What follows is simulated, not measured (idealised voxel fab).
A process module follows: voxel gate over fins.
Displayed cross-section: cut, width of 290 nm, square cells sized 5 nm.
A cross-section in this document is a grid of square cells, and it is written down as bands, the top band listed before the ones below it; a band is made up of one or more rows of cells.
Band: top height; bottom height; in nm. Then, left to right: material with width in nm, for each material. "full width": a single material spanning edge to edge. "air": empty space.
Zero point of the height axis is 0; under it, received wafer = one material. Lowest band: continues down indefinitely, "top 0, no bottom".
Width "30..40": first value at the band's top row of cells, second value at its bottom row, equal change from row to row.
Given "nothing was modified" for a step, no cell of the cross-section differs between before and after that step.
In the "Sealed-off cavities" entry, you get each enclosed empty space of 8 cells or more, one with no open way to the top, written width x height at distance, distance from the left edge, in nm.
Text after the settings on a step's line: the simulator's own remark on that step.
For masked steps, "overlay nm" on the step line gives how far right of plan the mask actually lay; a minus sign means it lay to the left.
So here's the lineup of process steps we planned
1 RECEIVE with material Si
2 CONFORMAL_DEP with material SiN, thk nm 5
3 DIRECTIONAL_DEP with material aC, thk nm 15
4 PATTERN with tone cover, mask id FINS, material resist, width nm 15, pitch nm 60, thk nm 35, overlay nm 0
5 DIRECTIONAL_ETCH with etch materials aC, depth nm 15
6 STRIP with etch materials resist
7 DIRECTIONAL_ETCH with etch materials SiN, depth nm 5
8 DIRECTIONAL_ETCH with etch materials Si, depth nm 40
9 STRIP with etch materials aC
10 FILL_DEP with material SiO2, thk nm 15
11 CMP with height nm 5
12 PATTERN with tone open, mask id RAIL, material resist, width nm 15, thk nm 15, overlay nm 0
13 DIRECTIONAL_ETCH with etch materials SiO2, depth nm 40
14 STRIP with etch materials resist
15 CONFORMAL_DEP with material TiN, thk nm 5
16 FILL_DEP with material W, thk nm 5
17 CMP with height nm 5
18 SELECTIVE_ETCH with etch materials W Ru TiN, depth nm 20
19 FILL_DEP with material SiO2, thk nm 5
20 CMP with height nm 5
21 SELECTIVE_ETCH with etch materials SiO2, depth nm 15
22 STRIP with etch materials SiN
23 CONFORMAL_DEP with material HfO2, thk nm 5
24 CONFORMAL_DEP with material TiN, thk nm 5
25 FILL_DEP with material W, thk nm 15
26 CMP with height nm 20
27 CONFORMAL_DEP with material SiCN, thk nm 10
Cross-section of the wafer upon arrival, representing the state reached after step 1
	top 0, no bottom  Si full width
	Sealed-off cavities: none
The module was run from the start shown above using the plan shown above, but one mistake was made doing it; the resulting wafer cross-section is below
	top 30, bottom 20  SiCN full width
	top 20, bottom 15  W full width
	top 15, bottom 10  65 of W, then 35 of TiN, then 190 of W
	top 10, bottom 5  35 of W, then 35 of TiN, then 25 of HfO2, then 35 of TiN, then 25 of W, then 35 of TiN, then 25 of W, then 35 of TiN, then 40 of W
	top 5, bottom 0  35 of W, then 5 of TiN, then 25 of HfO2, then 5 of TiN, then 5 of HfO2, then 15 of aC, then 5 of HfO2, then 5 of TiN, then 25 of HfO2, then 5 of TiN, then 25 of W, then 5 of TiN, then 25 of HfO2, then 5 of TiN, then 25 of W, then 5 of TiN, then 25 of HfO2, then 5 of TiN, then 40 of W
	top 0, bottom -5  40 of TiN, then 5 of HfO2, then 15 of Si, then 5 of HfO2, then 5 of TiN, then 5 of HfO2, then 15 of aC, then 5 of HfO2, then 5 of TiN, then 5 of HfO2, then 15 of Si, then 5 of HfO2, then 35 of TiN, then 5 of HfO2, then 15 of Si, then 5 of HfO2, then 35 of TiN, then 5 of HfO2, then 15 of Si, then 5 of HfO2, then 45 of TiN
	top -5, bottom -10  45 of HfO2, then 15 of Si, then 15 of HfO2, then 15 of aC, then 15 of HfO2, then 15 of Si, then 45 of HfO2, then 15 of Si, then 45 of HfO2, then 15 of Si, then 50 of HfO2
	top -10, bottom -15  45 of SiO2, then 15 of Si, then 15 of SiO2, then 15 of aC, then 15 of SiO2, then 15 of Si, then 45 of SiO2, then 15 of Si, then 45 of SiO2, then 15 of Si, then 50 of SiO2
	top -15, bottom -30  45 of SiO2, then 15 of Si, then 15 of SiO2, then 5 of TiN, then 5 of W, then 5 of TiN, then 15 of SiO2, then 15 of Si, then 45 of SiO2, then 15 of Si, then 45 of SiO2, then 15 of Si, then 50 of SiO2
	top -30, bottom -35  45 of SiO2, then 15 of Si, then 15 of SiO2, then 15 of TiN, then 15 of SiO2, then 15 of Si, then 45 of SiO2, then 15 of Si, then 45 of SiO2, then 15 of Si, then 50 of SiO2
	top -35, bottom -40  45 of SiO2, then 15 of Si, then 45 of SiO2, then 15 of Si, then 45 of SiO2, then 15 of Si, then 45 of SiO2, then 15 of Si, then 50 of SiO2
	top -40, no bottom  Si full width
	Sealed-off cavities: none
What broke from the plan during processing? step 19 ran as: FILL_DEP with material aC, thk nm 5
